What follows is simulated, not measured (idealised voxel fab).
Process module, titled voxel self aligned contacts
In the cross-section labelled cut, the width is 200 nm and each square cell is 5 nm.
When this document writes out a cross-section, it uses a grid of square cells and lists it as bands, beginning at the top and moving down, with a band standing for one or more rows of cells. Heads up on the band format: heights come first, top then bottom, in nm. After that it's the materials left to right, each with its width in nm. A single material flagged "all across" fills the whole band edge to edge, and "air" means there's empty space there. The reference from which all heights are counted is 0, the level beneath which the as-received wafer is entirely one material; the lowest band, having no lower bound, proceeds downward and is written after the example "z 0 and below". Width "30->40": first value at the band's top row of cells, second value at its bottom row, equal change from row to row. "nothing got changed", as given for a step, is the statement that not any cell of the cross-section underwent a change during that step. Reported under the label "Entrapped void list" are the empty spaces having no open way to the top and comprising 8 cells or more; the notation for each is width x height at distance, in which the distance is measured from the left edge and all three values are in nm. Heads up: the bit after the settings on a step's line is the simulator's remark on that step. Steps that use a mask can have "overlay nm" on their line. It says how far the mask sat to the right of where it was meant to be. Negative means to the left.
Steps planned for the process
1) RECEIVE with material Si
2) CONFORMAL_DEP with material SiO2, thk nm 5
3) DIRECTIONAL_DEP with material polySi, thk nm 25
4) DIRECTIONAL_DEP with material SiN, thk nm 20
5) DIRECTIONAL_DEP with material aC, thk nm 15
6) PATTERN with tone cover, mask id GATE, material resist, width nm 35, pitch nm 70, thk nm 35, overlay nm -15
7) DIRECTIONAL_ETCH with etch materials aC, depth nm 15
8) STRIP with etch materials resist
9) DIRECTIONAL_ETCH with etch materials SiN, depth nm 20
10) DIRECTIONAL_ETCH with etch materials polySi, depth nm 25
11) STRIP with etch materials aC
12) CONFORMAL_DEP with material SiN, thk nm 10
13) DIRECTIONAL_ETCH with etch materials SiN, depth nm 10
14) FILL_DEP with material SiO2, thk nm 10
15) CMP with height nm 55
16) PATTERN with tone open, mask id CONTACT, material resist, width nm 55, thk nm 15, overlay nm 0
17) DIRECTIONAL_ETCH with etch materials SiO2, depth nm 55
18) STRIP with etch materials resist
19) CONFORMAL_DEP with material TiN, thk nm 5
20) FILL_DEP with material W, thk nm 5
21) CMP with height nm 55
22) CONFORMAL_DEP with material SiN, thk nm 5
Heads up: all these wafers start the same, and what changes between them is the overlay nm in step 6. The value you see in the plan is just what the first wafer got.
The first of several wafers as received, shown in cross-section; this is its state after step 1
	z 0 and below | Si all across
	Entrapped void list: none
Take a look at the first of several wafers in cross-section: the module is done, and step 22 was its last step
	z 60 to 55 | SiN all across
	z 55 to 50 | 70 SiO2 / 10 TiN / 5 W / 40 TiN / 75 SiO2
	z 50 to 30 | 20 SiO2 / 55 SiN / 5 TiN / 5 W / 5 TiN / 55 SiN / 55 SiO2
	z 30 to 5 | 20 SiO2 / 10 SiN / 35 polySi / 10 SiN / 5 TiN / 5 W / 5 TiN / 10 SiN / 35 polySi / 10 SiN / 55 SiO2
	z 5 to 0 | 75 SiO2 / 15 TiN / 110 SiO2
	z 0 and below | Si all across
	Entrapped void list: none
Module end, final wafer: cross-section
	z 60 to 55 | SiN all across
	z 55 to 50 | 70 SiO2 / 40 TiN / 5 W / 10 TiN / 75 SiO2
	z 50 to 30 | 50 SiO2 / 55 SiN / 5 TiN / 5 W / 5 TiN / 55 SiN / 25 SiO2
	z 30 to 5 | 50 SiO2 / 10 SiN / 35 polySi / 10 SiN / 5 TiN / 5 W / 5 TiN / 10 SiN / 35 polySi / 10 SiN / 25 SiO2
	z 5 to 0 | 105 SiO2 / 15 TiN / 80 SiO2
	z 0 and below | Si all across
	Entrapped void list: none
The rows of the table below are wafers. Looking at the end of the module, a row counts, for every material, the cells the wafer has gained, shown as (+), or lost, shown as (-), since it was received; its closed voids come next
overlay nm -15 | +168 SiN | +201 SiO2 | +31 TiN | +10 W | +70 polySi | Entrapped void list: none
overlay nm -10 | +168 SiN | +201 SiO2 | +31 TiN | +10 W | +70 polySi | Entrapped void list: none
overlay nm -5 | +168 SiN | +201 SiO2 | +31 TiN | +10 W | +70 polySi | Entrapped void list: none
overlay nm 0 | +168 SiN | +201 SiO2 | +31 TiN | +10 W | +70 polySi | Entrapped void list: none
overlay nm 5 | +168 SiN | +201 SiO2 | +31 TiN | +10 W | +70 polySi | Entrapped void list: none
overlay nm 10 | +168 SiN | +201 SiO2 | +31 TiN | +10 W | +70 polySi | Entrapped void list: none
overlay nm 15 | +168 SiN | +201 SiO2 | +31 TiN | +10 W | +70 polySi | Entrapped void list: none
